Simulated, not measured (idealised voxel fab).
The name of this process module is voxel plated lines.
For reference, the cross-section in this document is cut, with width 180 nm and square cells of 5 nm.
Heads up, the way a cross-section reads in here is a grid of square cells, handed over as bands from the top down, with every band being one or more rows of cells.
This entry defines a band. It first specifies the height of the band's top and the height of its bottom in nm, and then specifies the band's materials from left to right, stating each material with its width in nm. The word "full width" identifies a single material that fills the band from edge to edge, while the word "blank" identifies empty space.
The reference from which all heights are counted is 0, the level beneath which the as-received wafer is entirely one material; the lowest band, having no lower bound, proceeds downward and is written after the example "from 0 down".
Top row gets the first number, bottom row gets the second, and each row in between changes by the same step: that is how a band width like "30->40" works.
Where a step carries "nothing was modified", the cross-section came out of it unchanged, cell for cell.
Heads up: "Sealed internal voids" only lists the empty pockets with no open path to the top that are 8 cells or more, and it writes them as width x height at distance, distance from the left edge, in nm.
On a step's line, text after the settings is the simulator commenting on that step.
overlay nm: where the mask lay relative to plan, measured to the right, on steps with a mask; negatives go left.

**Intended process steps**
1,op RECEIVE | material Si
2,op CONFORMAL_DEP | material Al2O3 | thk nm 15
3,op DIRECTIONAL_DEP | material TiN | thk nm 5
4,op PATTERN | tone open | mask id LINES | material resist | width nm 15 | pitch nm 35 | thk nm 25 | overlay nm 0
5,op EPI | material Ru | thk nm 10
6,op EPI | material Ru | thk nm 10
7,op STRIP | etch materials resist
8,op DIRECTIONAL_ETCH | etch materials TiN | depth nm 5
9,op CONFORMAL_DEP | material SiO2 | thk nm 10

**This is the cross-section of the wafer as we received it, i.e. after step 1**
    from 0 down  Si full width
    Sealed internal voids: none

**Figure: cross-sectional view of the wafer upon completion of the module, processed from the initial state and according to the plan depicted above, with one error introduced during execution**
    from 30 to 20  SiO2 full width
    from 20 to 5  Al2O3 full width
    from 5 to 0  TiN full width
    from 0 down  Si full width
    Sealed internal voids: none
what went wrong: the executed order of steps 2 and 3 is the reverse of that specified in the plan, each step having taken the other's position
